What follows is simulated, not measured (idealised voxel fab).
process module | voxel ribs on slabs
cross-section cut | 270 nm wide | cells 5 nm
A cross-section is a grid of square cells, given in bands from the top down. A band is one or more rows of cells.
Each band's line starts with the height of the band's top and of its bottom, in nm. Then come its materials from left to right, each with its width in nm. One material with "throughout" fills the band from edge to edge. "air" is empty space.
Height 0 is the level under which the wafer as received is all one material. The lowest band goes on downwards, as in "0 down".
A width such as "30 to 40" changes by the same amount from each row of cells to the next, from the band's top row to its bottom row.
"no change" after a step means that no cell of the cross-section changed.
closed voids: empty space of 8 cells or more with no open way to the top, each as width x height at its distance from the left edge, in nm
after a step's settings: what the simulator itself notes on the step
overlay nm, on a step with a mask: how far to the right of its planned place the mask lay; to the left if negative
plan
1 op RECEIVE | material Si
2 op DIRECTIONAL_DEP | material SiO2 | thk nm 25
3 op DIRECTIONAL_DEP | material polySi | thk nm 15
4 op DIRECTIONAL_DEP | material aC | thk nm 15
5 op PATTERN | tone cover | mask id RIB | material resist | width nm 20 | thk nm 30 | overlay nm 0
6 op DIRECTIONAL_ETCH | etch materials aC | depth nm 15
7 op STRIP | etch materials resist
8 op DIRECTIONAL_ETCH | etch materials polySi | depth nm 10
9 op STRIP | etch materials aC
10 op MASKED_ETCH | tone cover | mask id SLAB | width nm 50 | etch materials polySi | depth nm 5 | overlay nm 0
11 op FILL_DEP | material SiO2 | thk nm 25
12 op CMP | height nm 55
13 op DIRECTIONAL_DEP | material W | thk nm 5
14 op DIRECTIONAL_DEP | material aC | thk nm 10
15 op PATTERN | tone cover | mask id HEATER | material resist | width nm 30 | thk nm 25 | overlay nm 0
16 op DIRECTIONAL_ETCH | etch materials aC | depth nm 10
17 op STRIP | etch materials resist
18 op DIRECTIONAL_ETCH | etch materials W | depth nm 5
19 op STRIP | etch materials aC
20 op CONFORMAL_DEP | material SiN | thk nm 10
as received, after step 1
  0 down: Si throughout
  closed voids: none
first wafer at the end, as planned
  70 to 65: air 110 | SiN 50 | air 110
  65 to 60: SiN throughout
  60 to 55: SiN 120 | W 30 | SiN 120
  55 to 40: SiO2 throughout
  40 to 30: SiO2 125 | polySi 20 | SiO2 125
  30 to 25: SiO2 110 | polySi 50 | SiO2 110
  25 to 0: SiO2 throughout
  0 down: Si throughout
  closed voids: none
second wafer at the end: like start, like plan, one mistake
  70 to 65: air 100 | SiN 50 | air 120
  65 to 60: SiN throughout
  60 to 55: SiN 110 | W 30 | SiN 130
  55 to 40: SiO2 throughout
  40 to 30: SiO2 125 | polySi 20 | SiO2 125
  30 to 25: SiO2 110 | polySi 50 | SiO2 110
  25 to 0: SiO2 throughout
  0 down: Si throughout
  closed voids: none
what went wrong: step 15 ran as: op PATTERN | tone cover | mask id HEATER | material resist | width nm 30 | thk nm 25 | overlay nm -10
at the end the second wafer has, in cells: as many of each material as the first, in other places
